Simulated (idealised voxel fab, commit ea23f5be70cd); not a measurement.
process module | voxel double patterning
It is cross-section cut that appears here, measuring 245 nm in width, its square cells being 5 nm in size.
Cross-sections here: square-cell grids, written as top-down lists of bands, a band being one or more rows of cells. Band entry format. Leading values: height of top, height of bottom, nm. Remainder: materials in left-to-right order, each with its width in nm. Special words: "edge to edge" on a single material, which then fills the band edge to edge; "empty", empty space. Heights are reckoned from 0. Under this level, the received wafer is all of one material. The bottommost band is open-ended downward, for example "0..down". Top row gets the first number, bottom row gets the second, and each row in between changes by the same step: that is how a band width like "30..40" works. For the purposes of this document, the phrase "no alteration" attached to a step denotes that no cell within the cross-section was modified by that step. Empty spaces counting at least 8 cells and having no open way to the top are listed in "Enclosed void list". The notation width x height at distance is used for each, the distance being from the left edge and all three values in nm. Post-settings text on a step line: simulator's own remark regarding the step. overlay nm: mask offset rightward from planned place, masked step; negative means leftward offset.
Intended process steps:
step 1: RECEIVE (material Si)
step 2: CONFORMAL_DEP (material SiO2; thk nm 10)
step 3: DIRECTIONAL_DEP (material W; thk nm 15)
step 4: DIRECTIONAL_DEP (material SiN; thk nm 5)
step 5: PATTERN (tone open; mask id FIRST; material resist; width nm 15; pitch nm 50; thk nm 20; overlay nm 0)
step 6: DIRECTIONAL_ETCH (etch materials SiN; depth nm 5)
step 7: STRIP (etch materials resist)
step 8: MASKED_ETCH (tone open; mask id SECOND; width nm 15; etch materials SiN; depth nm 5; overlay nm 0)
step 9: DIRECTIONAL_ETCH (etch materials W; depth nm 15)
step 10: STRIP (etch materials SiN)
Cross-section of the incoming wafer, state after step 1:
  0..down  Si edge to edge
  Enclosed void list: none
a wafer at the end: this start, this plan, one mistake:
  25..10  90 nm W; 20 nm empty; 5 nm W; 15 nm empty; 10 nm W; 20 nm empty; 85 nm W
  10..0  SiO2 edge to edge
  0..down  Si edge to edge
  Enclosed void list: none
In executing the process, a mistake was made relative to the plan: step 5 was processed under conditions differing from the plan, specifically as PATTERN (tone open; mask id FIRST; material resist; width nm 20; pitch nm 50; thk nm 20; overlay nm 0)
